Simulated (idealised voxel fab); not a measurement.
Process module heading - voxel ribs on slabs
235 nm wide, 5 nm square cells: that's cross-section cut.
Cross-section format: a grid of square cells, given as bands from top to bottom; each band is one or more rows of cells.
Band entry format. Leading values: height of top, height of bottom, nm. Remainder: materials in left-to-right order, each with its width in nm. Special words: "everywhere" on a single material, which then fills the band edge to edge; "blank", empty space.
Height is counted from the level 0, under which the received wafer is composed throughout of one material. The lowest of the bands is not closed at the bottom but continues downward, in the notation "0 and below".
Read "30..40" as a graded width: first number on top, second number at the bottom, same change between each pair of neighbouring rows.
Where the words "no change occurred" appear for a step, the cross-section shows no cell changed by that step; every cell remained as before.
Sealed internal cavities: empty space of 8 cells or more with no open way to the top, each as width x height at its distance from the left edge, in nm
What comes after the settings on a step's line is commentary from the simulator itself on that step.
Each step line may optionally specify "overlay nm", which for a step with a mask gives the rightward distance between the mask's planned place and where it lay, a negative value indicating the leftward direction.

## Planned process steps
1: RECEIVE (material Si)
2: DIRECTIONAL_DEP (material SiO2; thk nm 25)
3: DIRECTIONAL_DEP (material polySi; thk nm 25)
4: DIRECTIONAL_DEP (material aC; thk nm 15)
5: PATTERN (tone cover; mask id RIB; material resist; width nm 20; thk nm 30; overlay nm 0)
6: DIRECTIONAL_ETCH (etch materials aC; depth nm 15)
7: STRIP (etch materials resist)
8: DIRECTIONAL_ETCH (etch materials polySi; depth nm 15)
9: STRIP (etch materials aC)
10: PATTERN (tone cover; mask id SLAB; material resist; width nm 60; thk nm 20; overlay nm 0)
11: DIRECTIONAL_ETCH (etch materials polySi; depth nm 10)
12: STRIP (etch materials resist)
13: FILL_DEP (material SiO2; thk nm 20)
14: CMP (height nm 65)
15: DIRECTIONAL_DEP (material W; thk nm 10)
16: MASKED_ETCH (tone cover; mask id HEATER; width nm 30; etch materials W; depth nm 10; overlay nm 0)
17: CONFORMAL_DEP (material SiN; thk nm 10)

## Step 1 complete: cross-section of the wafer as received
  0 and below = Si everywhere
  Sealed internal cavities: none

## First wafer of two, sectioned at end of module; run went per plan
  85 down to 75 = blank 90 nm, SiN 50 nm, blank 95 nm
  75 down to 65 = SiN 100 nm, W 30 nm, SiN 105 nm
  65 down to 50 = SiO2 everywhere
  50 down to 35 = SiO2 105 nm, polySi 20 nm, SiO2 110 nm
  35 down to 25 = SiO2 85 nm, polySi 60 nm, SiO2 90 nm
  25 down to 0 = SiO2 everywhere
  0 and below = Si everywhere
  Sealed internal cavities: none

## Cross-sectional view of the second of two wafers upon completion of the module. This wafer shared its starting condition and process plan with the first; one error was made during its execution
  85 down to 75 = SiN 110 nm, blank 10 nm, SiN 115 nm
  75 down to 65 = W 100 nm, SiN 30 nm, W 105 nm
  65 down to 50 = SiO2 everywhere
  50 down to 35 = SiO2 105 nm, polySi 20 nm, SiO2 110 nm
  35 down to 25 = SiO2 85 nm, polySi 60 nm, SiO2 90 nm
  25 down to 0 = SiO2 everywhere
  0 and below = Si everywhere
  Sealed internal cavities: none
Deviation from plan: step 16 went in with a setting other than planned; the actual run was MASKED_ETCH (tone open; mask id HEATER; width nm 30; etch materials W; depth nm 10; overlay nm 0)
In the final state, the cell counts of the second wafer exceed or fall short of those of the first for the following materials: W: 70 more
